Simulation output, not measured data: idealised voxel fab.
process module | voxel self aligned contacts
cross-section cut | 175 nm wide | cells 5 nm
A cross-section is a grid of square cells, given in bands from the top down. A band is one or more rows of cells.
Each band's line starts with the height of the band's top and of its bottom, in nm. Then come its materials from left to right, each with its width in nm. One material with "throughout" fills the band from edge to edge. "air" is empty space.
Height 0 is the level under which the wafer as received is all one material. The lowest band goes on downwards, as in "0 down".
A width such as "30 to 40" changes by the same amount from each row of cells to the next, from the band's top row to its bottom row.
"no change" after a step means that no cell of the cross-section changed.
closed voids: empty space of 8 cells or more with no open way to the top, each as width x height at its distance from the left edge, in nm
after a step's settings: what the simulator itself notes on the step
overlay nm, on a step with a mask: how far to the right of its planned place the mask lay; to the left if negative
plan
1 op RECEIVE | material Si
2 op CONFORMAL_DEP | material SiO2 | thk nm 5
3 op DIRECTIONAL_DEP | material polySi | thk nm 20
4 op DIRECTIONAL_DEP | material SiN | thk nm 20
5 op MASKED_ETCH | tone cover | mask id GATE | width nm 35 | pitch nm 65 | etch materials SiN | depth nm 20 | overlay nm 0
6 op MASKED_ETCH | tone cover | mask id GATE | width nm 35 | pitch nm 65 | etch materials polySi | depth nm 20 | overlay nm 0
7 op CONFORMAL_DEP | material SiN | thk nm 5
8 op DIRECTIONAL_ETCH | etch materials SiN | depth nm 5
9 op FILL_DEP | material SiO2 | thk nm 10
10 op CMP | height nm 50
11 op PATTERN | tone open | mask id CONTACT | material resist | width nm 40 | thk nm 20 | overlay nm 0
12 op DIRECTIONAL_ETCH | etch materials SiO2 | depth nm 50
13 op STRIP | etch materials resist
14 op CONFORMAL_DEP | material TiN | thk nm 5
15 op FILL_DEP | material W | thk nm 10
16 op CMP | height nm 50
17 op CONFORMAL_DEP | material SiN | thk nm 5
as received, after step 1
  0 down: Si throughout
  closed voids: none
first wafer at the end, as planned
  55 to 50: SiN throughout
  50 to 45: SiO2 65 | TiN 15 | W 10 | TiN 15 | SiO2 70
  45 to 25: SiO2 30 | SiN 45 | TiN 5 | W 10 | TiN 5 | SiN 45 | SiO2 35
  25 to 5: SiO2 30 | SiN 5 | polySi 35 | SiN 5 | TiN 5 | W 10 | TiN 5 | SiN 5 | polySi 35 | SiN 5 | SiO2 35
  5 to 0: SiO2 75 | TiN 20 | SiO2 80
  0 down: Si throughout
  closed voids: none
second wafer at the end: like start, like plan, one mistake
  55 to 50: SiN throughout
  50 to 45: SiO2 65 | TiN 15 | W 10 | TiN 15 | SiO2 70
  45 to 25: SiO2 30 | SiN 45 | TiN 5 | W 10 | TiN 5 | SiN 45 | SiO2 35
  25 to 15: SiO2 30 | SiN 5 | polySi 35 | SiN 5 | TiN 5 | W 10 | TiN 5 | SiN 5 | polySi 35 | SiN 5 | SiO2 35
  15 to 10: SiO2 30 | SiN 5 | polySi 35 | SiN 5 | TiN 20 | SiN 5 | polySi 35 | SiN 5 | SiO2 35
  10 to 5: SiN 35 | polySi 35 | SiN 30 | polySi 35 | SiN 40
  5 to 0: SiO2 throughout
  0 down: Si throughout
  closed voids: none
what went wrong: steps 7 and 8 were swapped
at the end the second wafer has, in cells: 17 more of SiN | 9 fewer of SiO2 | 4 fewer of TiN | 4 fewer of W
